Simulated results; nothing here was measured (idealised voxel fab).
A process module follows: voxel wiring stack.
Cross-sectional view cut (width: 285 nm; square cell size: 5 nm).
Cross-section format: a grid of square cells, given as bands from top to bottom; each band is one or more rows of cells.
The band entry comprises the height of the band's top followed by the height of its bottom, expressed in nm, and subsequently the band's materials from left to right, each stated together with its width in nm. Where a single material is marked with the word "all across", that material fills the band from edge to edge. The word "blank" represents empty space.
All heights in this document are referenced to 0, defined as the level beneath which the wafer, as received, consists entirely of one material. The lowest band is not bounded below; it extends indefinitely downward and is written in the form "0 nm and below".
Width: "30..40" (first number = top row, second number = bottom row, same change from row to row of cells).
The cross-section has no changed cell in any step marked "no alterations made".
"Closed internal cavities" enumerates empty spaces isolated from the top, with no open way to it, that contain at least 8 cells, giving each as width x height at distance from the left edge, all three in nm.
Text after the settings on a step's line: the simulator's own remark on that step.
A step line may carry the setting "overlay nm", which, for steps involving a mask, states the distance by which the mask lay to the right of its intended position; negative values denote displacement to the left.
[Steps in the process plan]
1,RECEIVE [material Si]
2,CONFORMAL_DEP [material SiO2] [thk nm 15]
3,CONFORMAL_DEP [material SiCN] [thk nm 5]
4,DIRECTIONAL_DEP [material SiO2] [thk nm 25]
5,PATTERN [tone open] [mask id METAL_1] [material resist] [width nm 25] [pitch nm 45] [thk nm 20] [overlay nm 0]
6,DIRECTIONAL_ETCH [etch materials SiO2] [depth nm 25]
7,DIRECTIONAL_ETCH [etch materials SiCN] [depth nm 5]
8,STRIP [etch materials resist]
9,CONFORMAL_DEP [material TiN] [thk nm 5]
10,FILL_DEP [material Cu] [thk nm 10]
11,CMP [height nm 45]
12,CONFORMAL_DEP [material SiCN] [thk nm 5]
13,DIRECTIONAL_DEP [material lowk] [thk nm 35]
14,PATTERN [tone open] [mask id METAL_2] [material resist] [width nm 15] [pitch nm 45] [thk nm 15] [overlay nm 0]
15,DIRECTIONAL_ETCH [etch materials lowk] [depth nm 20]
16,STRIP [etch materials resist]
17,MASKED_ETCH [tone open] [mask id METAL_2_HOLES] [width nm 15] [etch materials lowk] [depth nm 15] [overlay nm 0]
18,MASKED_ETCH [tone open] [mask id METAL_2_HOLES] [width nm 15] [etch materials SiCN] [depth nm 5] [overlay nm 0]
19,CONFORMAL_DEP [material TiN] [thk nm 5]
20,FILL_DEP [material Ru] [thk nm 10]
21,CMP [height nm 85]
22,CONFORMAL_DEP [material SiN] [thk nm 5]
Where the wafers of this document differ is in the width nm of step 14; they start out the same, and the plan states the value that applied to the first wafer.
[Received wafers, first of several: cross-section after step 1]
> 0 nm and below: Si all across
> Closed internal cavities: none
[Shown in cross-section: the first of several wafers at the end of the module, after its last step, step 22]
> 90 nm to 85 nm: SiN all across
> 85 nm to 75 nm: 105 lowk; 5 TiN; 10 Ru; 5 TiN; 30 lowk; 5 TiN; 5 Ru; 5 TiN; 115 lowk
> 75 nm to 70 nm: 105 lowk; 10 TiN; 5 Ru; 5 TiN; 30 lowk; 5 TiN; 5 Ru; 5 TiN; 115 lowk
> 70 nm to 65 nm: 110 lowk; 15 TiN; 30 lowk; 15 TiN; 115 lowk
> 65 nm to 50 nm: 110 lowk; 10 TiN; 165 lowk
> 50 nm to 45 nm: 110 SiCN; 10 TiN; 165 SiCN
> 45 nm to 20 nm: 105 SiO2; 5 TiN; 15 Cu; 5 TiN; 20 SiO2; 5 TiN; 15 Cu; 5 TiN; 110 SiO2
> 20 nm to 15 nm: 105 SiCN; 25 TiN; 20 SiCN; 25 TiN; 110 SiCN
> 15 nm to 0 nm: SiO2 all across
> 0 nm and below: Si all across
> Closed internal cavities: none
[last wafer at the end]
> 90 nm to 85 nm: SiN all across
> 85 nm to 70 nm: 105 lowk; 5 TiN; 20 Ru; 5 TiN; 15 lowk; 5 TiN; 20 Ru; 5 TiN; 105 lowk
> 70 nm to 65 nm: 105 lowk; 5 TiN; 5 Ru; 20 TiN; 15 lowk; 30 TiN; 105 lowk
> 65 nm to 50 nm: 105 lowk; 5 TiN; 5 Ru; 5 TiN; 165 lowk
> 50 nm to 45 nm: 105 SiCN; 15 TiN; 165 SiCN
> 45 nm to 20 nm: 105 SiO2; 5 TiN; 15 Cu; 5 TiN; 20 SiO2; 5 TiN; 15 Cu; 5 TiN; 110 SiO2
> 20 nm to 15 nm: 105 SiCN; 25 TiN; 20 SiCN; 25 TiN; 110 SiCN
> 15 nm to 0 nm: SiO2 all across
> 0 nm and below: Si all across
> Closed internal cavities: none
[So in this table every wafer gets its own row, and what you see is where it stands at the end of the module: for each material, how many cells it picked up (+) or gave up (-) since we received it, and after that its closed voids]
width nm 15 | +30 Cu | +8 Ru | +102 SiCN | +57 SiN | +406 SiO2 | +57 TiN | +366 lowk | Closed internal cavities: none
width nm 20 | +30 Cu | +14 Ru | +102 SiCN | +57 SiN | +406 SiO2 | +59 TiN | +358 lowk | Closed internal cavities: none
width nm 25 | +30 Cu | +22 Ru | +101 SiCN | +57 SiN | +406 SiO2 | +60 TiN | +350 lowk | Closed internal cavities: none
width nm 30 | +30 Cu | +28 Ru | +101 SiCN | +57 SiN | +406 SiO2 | +62 TiN | +342 lowk | Closed internal cavities: none
